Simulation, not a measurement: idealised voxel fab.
The document below concerns the process module designated voxel transistor to metal.
Square cell edge 5 nm, section width 200 nm, ID cut.
Cross-sections here: square-cell grids, written as top-down lists of bands, a band being one or more rows of cells. Each band's line starts with the height of the band's top and of its bottom, in nm. Then come its materials from left to right, each with its width in nm. One material with "full width" fills the band from edge to edge. "air" is empty space. The reference from which all heights are counted is 0, the level beneath which the as-received wafer is entirely one material; the lowest band, having no lower bound, proceeds downward and is written after the example "0 -> down". A width such as "30 to 40" changes by the same amount from each row of cells to the next, from the band's top row to its bottom row. "stayed the same" after a step means that no cell of the cross-section changed. "Sealed void listing": empty spaces of 8 cells or more with no open way to the top, each given as width x height at distance, distance from the left edge, all in nm. Whatever follows a step's settings on its line is a remark the simulator itself makes about that step. overlay nm: step with mask; distance mask lay right of planned place; negative value = left of planned place.
## List of planned process steps
1,RECEIVE with material Si
2,OXIDIZE with depth nm 5
3,CONFORMAL_DEP with material SiN, thk nm 10
4,MASKED_ETCH with tone cover, mask id ACTIVE, width nm 110, etch materials SiN, depth nm 10, overlay nm 0
5,MASKED_ETCH with tone cover, mask id ACTIVE, width nm 110, etch materials SiO2, depth nm 5, overlay nm 0
6,MASKED_ETCH with tone cover, mask id ACTIVE, width nm 110, etch materials Si, depth nm 35, overlay nm 0
7,OXIDIZE with depth nm 5
8,FILL_DEP with material SiO2, thk nm 5
9,CMP with height nm 10
10,SELECTIVE_ETCH with etch materials SiO2, depth nm 10
11,STRIP with etch materials SiN
12,SELECTIVE_ETCH with etch materials SiO2, depth nm 5
13,OXIDIZE with depth nm 5
14,DIRECTIONAL_DEP with material polySi, thk nm 25
15,DIRECTIONAL_DEP with material SiCN, thk nm 15
16,DIRECTIONAL_DEP with material aC, thk nm 15
17,PATTERN with tone cover, mask id GATE, material resist, width nm 20, thk nm 30, overlay nm 0
18,DIRECTIONAL_ETCH with etch materials aC, depth nm 15
19,STRIP with etch materials resist
20,DIRECTIONAL_ETCH with etch materials SiCN, depth nm 25
21,DIRECTIONAL_ETCH with etch materials polySi, depth nm 35
22,STRIP with etch materials aC
23,CONFORMAL_DEP with material SiO2, thk nm 5
24,DIRECTIONAL_ETCH with etch materials SiO2, depth nm 5
25,CONFORMAL_DEP with material SiN, thk nm 5
26,DIRECTIONAL_ETCH with etch materials SiN, depth nm 5
27,DIRECTIONAL_ETCH with etch materials SiO2, depth nm 5
28,DIRECTIONAL_ETCH with etch materials Si, depth nm 10
29,EPI with material nSi, thk nm 10
30,FILL_DEP with material SiO2, thk nm 10
31,CMP with height nm 35
32,DIRECTIONAL_DEP with material SiO2, thk nm 15
33,DIRECTIONAL_DEP with material aC, thk nm 10
34,PATTERN with tone open, mask id CONTACT, material resist, width nm 20, pitch nm 80, thk nm 25, overlay nm 0
35,DIRECTIONAL_ETCH with etch materials aC, depth nm 10
36,STRIP with etch materials resist
37,DIRECTIONAL_ETCH with etch materials SiO2, depth nm 60
38,STRIP with etch materials aC
39,CONFORMAL_DEP with material TiN, thk nm 5
40,FILL_DEP with material W, thk nm 10
41,CMP with height nm 50
42,CONFORMAL_DEP with material SiN, thk nm 5
43,DIRECTIONAL_DEP with material lowk, thk nm 25
44,MASKED_ETCH with tone open, mask id METAL_1, width nm 20, pitch nm 80, etch materials lowk, depth nm 25, overlay nm 0
45,MASKED_ETCH with tone open, mask id METAL_1, width nm 20, pitch nm 80, etch materials SiN, depth nm 5, overlay nm 0
46,CONFORMAL_DEP with material TiN, thk nm 5
47,FILL_DEP with material W, thk nm 10
48,CMP with height nm 80
49,EPI with material Ru, thk nm 5
50,FILL_DEP with material SiCN, thk nm 5
## as received, after step 1
* 0 -> down: Si full width
* Sealed void listing: none
## End-of-module cross-section. Starting structure and process plan as above; one mistake made in running it
* 90 -> 85: SiCN full width
* 85 -> 80: 45 of SiCN / 30 of Ru / 50 of SiCN / 30 of Ru / 45 of SiCN
* 80 -> 55: 50 of lowk / 5 of TiN / 10 of W / 5 of TiN / 60 of lowk / 5 of TiN / 10 of W / 5 of TiN / 50 of lowk
* 55 -> 50: 50 of SiN / 20 of TiN / 60 of SiN / 20 of TiN / 50 of SiN
* 50 -> 35: 50 of SiO2 / 5 of TiN / 10 of W / 5 of TiN / 60 of SiO2 / 5 of TiN / 10 of W / 5 of TiN / 50 of SiO2
* 35 -> 20: 50 of SiO2 / 5 of TiN / 10 of W / 5 of TiN / 15 of SiO2 / 5 of SiN / 20 of SiCN / 5 of SiN / 15 of SiO2 / 5 of TiN / 10 of W / 5 of TiN / 50 of SiO2
* 20 -> 0: 50 of SiO2 / 5 of TiN / 10 of W / 5 of TiN / 15 of SiO2 / 5 of SiN / 20 of polySi / 5 of SiN / 15 of SiO2 / 5 of TiN / 10 of W / 5 of TiN / 50 of SiO2
* 0 -> -5: 50 of SiO2 / 5 of TiN / 10 of W / 5 of TiN / 5 of SiO2 / 10 of nSi / 5 of SiN / 20 of polySi / 5 of SiN / 10 of nSi / 5 of SiO2 / 5 of TiN / 10 of W / 5 of TiN / 50 of SiO2
* -5 -> -10: 50 of SiO2 / 20 of TiN / 5 of SiO2 / 10 of nSi / 5 of SiN / 20 of SiO2 / 5 of SiN / 10 of nSi / 5 of SiO2 / 20 of TiN / 50 of SiO2
* -10 -> -20: 45 to 50 of SiO2 / 40 to 35 of nSi / 30 of Si / 40 to 35 of nSi / 45 to 50 of SiO2
* -20 -> -45: 50 of SiO2 / 100 of Si / 50 of SiO2
* -45 -> down: Si full width
* Sealed void listing: none
Processing error: no execution of plan step 23; skipped
